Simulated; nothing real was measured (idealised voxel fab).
Process module under the name voxel fin reveal
It is cross-section cut that appears here, measuring 190 nm in width, its square cells being 5 nm in size.
In this document a cross-section is written as a grid of square cells. It is given as a series of bands, listed from the top down, and a band is one or more rows of cells.
Look at the band entry: it leads with the top's height and the bottom's height in nm. Then it lists the materials left to right, with a width in nm for each. The word "throughout" on a single material says that material fills the band edge to edge. The word "air" is empty space.
Heights are reckoned from 0. Under this level, the received wafer is all of one material. The bottommost band is open-ended downward, for example "0 nm and below".
With a width like "30->40", each row of cells in the band differs from the next by the same amount, the top row carrying the first number and the bottom row the second.
You'll sometimes find "no modifications" written for a step, and that's the way of saying that nowhere in the cross-section did a cell change during that step.
Entry "Voids, enclosed" = empty spaces >= 8 cells with no open way to the top; each as width x height at distance, distance from left edge, all nm.
The remark found on a step's line after its settings is issued by the simulator itself and pertains to that step.
If you see "overlay nm" on a step's line and that step has a mask, it's telling you how far right of where it was planned the mask ended up; a negative number means it went left instead.
-- Here's what the planned process steps look like
| 1 | op RECEIVE | material Si |
| 2 | op CONFORMAL_DEP | material SiN | thk nm 10 |
| 3 | op DIRECTIONAL_DEP | material aC | thk nm 10 |
| 4 | op PATTERN | tone cover | mask id FINS | material resist | width nm 15 | pitch nm 40 | thk nm 25 | overlay nm 0 |
| 5 | op DIRECTIONAL_ETCH | etch materials aC | depth nm 10 |
| 6 | op STRIP | etch materials resist |
| 7 | op DIRECTIONAL_ETCH | etch materials SiN | depth nm 10 |
| 8 | op DIRECTIONAL_ETCH | etch materials Si | depth nm 30 |
| 9 | op STRIP | etch materials aC |
| 10 | op FILL_DEP | material SiO2 | thk nm 10 |
| 11 | op CMP | height nm 10 |
| 12 | op SELECTIVE_ETCH | etch materials SiO2 | depth nm 20 |
| 13 | op STRIP | etch materials SiN |
| 14 | op CONFORMAL_DEP | material SiO2 | thk nm 5 |
-- Here's what the wafer looked like in cross-section when it arrived - that's after step 1
> 0 nm and below = Si throughout
> Voids, enclosed: none
-- First of two wafers at the end of the module, shown in cross-section; run carried out as planned
> 5 nm to 0 nm = air 60 / SiO2 25 / air 15 / SiO2 25 / air 65
> 0 nm to -5 nm = air 60 / SiO2 5 / Si 15 / SiO2 5 / air 15 / SiO2 5 / Si 15 / SiO2 5 / air 65
> -5 nm to -30 nm = SiO2 65 / Si 15 / SiO2 25 / Si 15 / SiO2 70
> -30 nm and below = Si throughout
> Voids, enclosed: none
-- What the second wafer looks like in cross-section once the module is done. Its start and its plan matched the first wafer's exactly; what differed was one mistake in how it was run
> 0 nm to -10 nm = air 65 / Si 15 / air 25 / Si 15 / air 70
> -10 nm to -30 nm = SiO2 65 / Si 15 / SiO2 25 / Si 15 / SiO2 70
> -30 nm and below = Si throughout
> Voids, enclosed: none
Which mistake was made when the wafer was run? yeah, step 14 of the plan got skipped, never ran
The final cell counts differ between the wafers, with the second having more or fewer of some materials than the first: SiO2: 46 fewer
